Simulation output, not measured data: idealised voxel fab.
process module | voxel spacer lines
cross-section cut | 205 nm wide | cells 5 nm
A cross-section is a grid of square cells, given in bands from the top down. A band is one or more rows of cells.
Each band's line starts with the height of the band's top and of its bottom, in nm. Then come its materials from left to right, each with its width in nm. One material with "throughout" fills the band from edge to edge. "air" is empty space.
Height 0 is the level under which the wafer as received is all one material. The lowest band goes on downwards, as in "0 down".
A width such as "30 to 40" changes by the same amount from each row of cells to the next, from the band's top row to its bottom row.
"no change" after a step means that no cell of the cross-section changed.
closed voids: empty space of 8 cells or more with no open way to the top, each as width x height at its distance from the left edge, in nm
after a step's settings: what the simulator itself notes on the step
overlay nm, on a step with a mask: how far to the right of its planned place the mask lay; to the left if negative
plan
1 op RECEIVE | material Si
2 op CONFORMAL_DEP | material Al2O3 | thk nm 5
3 op DIRECTIONAL_DEP | material polySi | thk nm 20
4 op DIRECTIONAL_DEP | material aC | thk nm 20
5 op PATTERN | tone cover | mask id MANDREL | material resist | width nm 25 | pitch nm 70 | thk nm 30 | overlay nm 0
6 op DIRECTIONAL_ETCH | etch materials aC | depth nm 20
7 op STRIP | etch materials resist
8 op CONFORMAL_DEP | material SiN | thk nm 10
9 op DIRECTIONAL_ETCH | etch materials SiN | depth nm 10
10 op STRIP | etch materials aC
11 op DIRECTIONAL_ETCH | etch materials polySi | depth nm 20
12 op STRIP | etch materials SiN
13 op FILL_DEP | material SiO2 | thk nm 10
14 op CMP | height nm 25
as received, after step 1
  0 down: Si throughout
  closed voids: none
a wafer at the end: this start, this plan, one mistake
  25 to 5: SiO2 50 | polySi 10 | SiO2 20 | polySi 10 | SiO2 30 | polySi 10 | SiO2 20 | polySi 10 | SiO2 45
  5 to 0: Al2O3 throughout
  0 down: Si throughout
  closed voids: none
what went wrong: step 5 ran as: op PATTERN | tone cover | mask id MANDREL | material resist | width nm 20 | pitch nm 70 | thk nm 30 | overlay nm 0
